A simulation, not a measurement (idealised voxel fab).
process module | voxel ribs on slabs
The width of the displayed cross-section, cut, is 270 nm; its cells are square, with a size of 5 nm.
Cross-section = grid of square cells, listed top down in bands; band = one or more rows. Read a band's entry like this: the first values are the height of its top and the height of its bottom in nm, and what follows is the sequence of materials from left to right, each with its width in nm. Note that "blank" is empty space, and that a single material marked "all across" reaches across the band from edge to edge. Beneath 0, the wafer as received is one material, and that level is where height counting begins. The lowest band goes on downward without a bottom; it is written like "0..down". The notation "30 to 40" denotes a width that varies across the rows of cells in the band, beginning at the first number in the top row, finishing at the second number in the bottom row, and changing by an identical amount from each row to the next. When a step is marked "nothing different", none of the cells in the cross-section changed during that step. Enclosed voids (no open way to top), threshold 8 cells or more, entry "Closed void table", notation width x height at distance, distance from left edge, nm. Whatever follows a step's settings on its line is a remark the simulator itself makes about that step. overlay nm: for a step with a mask, the amount by which the mask lay right of where it was planned; a negative amount means left of it.

Plan:
step 1: op RECEIVE | material Si
step 2: op DIRECTIONAL_DEP | material SiO2 | thk nm 30
step 3: op DIRECTIONAL_DEP | material polySi | thk nm 20
step 4: op PATTERN | tone cover | mask id RIB | material resist | width nm 30 | thk nm 20 | overlay nm 0
step 5: op DIRECTIONAL_ETCH | etch materials polySi | depth nm 10
step 6: op STRIP | etch materials resist
step 7: op MASKED_ETCH | tone cover | mask id SLAB | width nm 60 | etch materials polySi | depth nm 10 | overlay nm 0
step 8: op FILL_DEP | material SiO2 | thk nm 20
step 9: op CMP | height nm 60
step 10: op DIRECTIONAL_DEP | material W | thk nm 5
step 11: op MASKED_ETCH | tone cover | mask id HEATER | width nm 40 | etch materials W | depth nm 5 | overlay nm 0
step 12: op CONFORMAL_DEP | material SiO2 | thk nm 5

Cross-section of the wafer at receipt, which is the condition after step 1:
> 0..down: Si all across
> Closed void table: none

As-planned run: cross-section of the first of two wafers at end of module:
> 70..65: blank: 110  SiO2: 50  blank: 110
> 65..60: SiO2: 115  W: 40  SiO2: 115
> 60..50: SiO2 all across
> 50..40: SiO2: 120  polySi: 30  SiO2: 120
> 40..30: SiO2: 105  polySi: 60  SiO2: 105
> 30..0: SiO2 all across
> 0..down: Si all across
> Closed void table: none

End of module, second wafer, cross-section. Started like the first, planned like the first, run with one mistake:
> 70..65: blank: 110  SiO2: 50  blank: 110
> 65..60: SiO2: 115  W: 40  SiO2: 115
> 60..50: SiO2 all across
> 50..40: SiO2: 115  polySi: 40  SiO2: 115
> 40..30: SiO2: 105  polySi: 60  SiO2: 105
> 30..0: SiO2 all across
> 0..down: Si all across
> Closed void table: none
Where did the run depart from the plan? step 4 was processed under conditions differing from the plan, specifically as op PATTERN | tone cover | mask id RIB | material resist | width nm 40 | thk nm 20 | overlay nm 0
Upon completion, the second wafer contains, in terms of cells, a greater or smaller amount of certain materials than the first wafer: SiO2: 4 fewer | polySi: 4 more
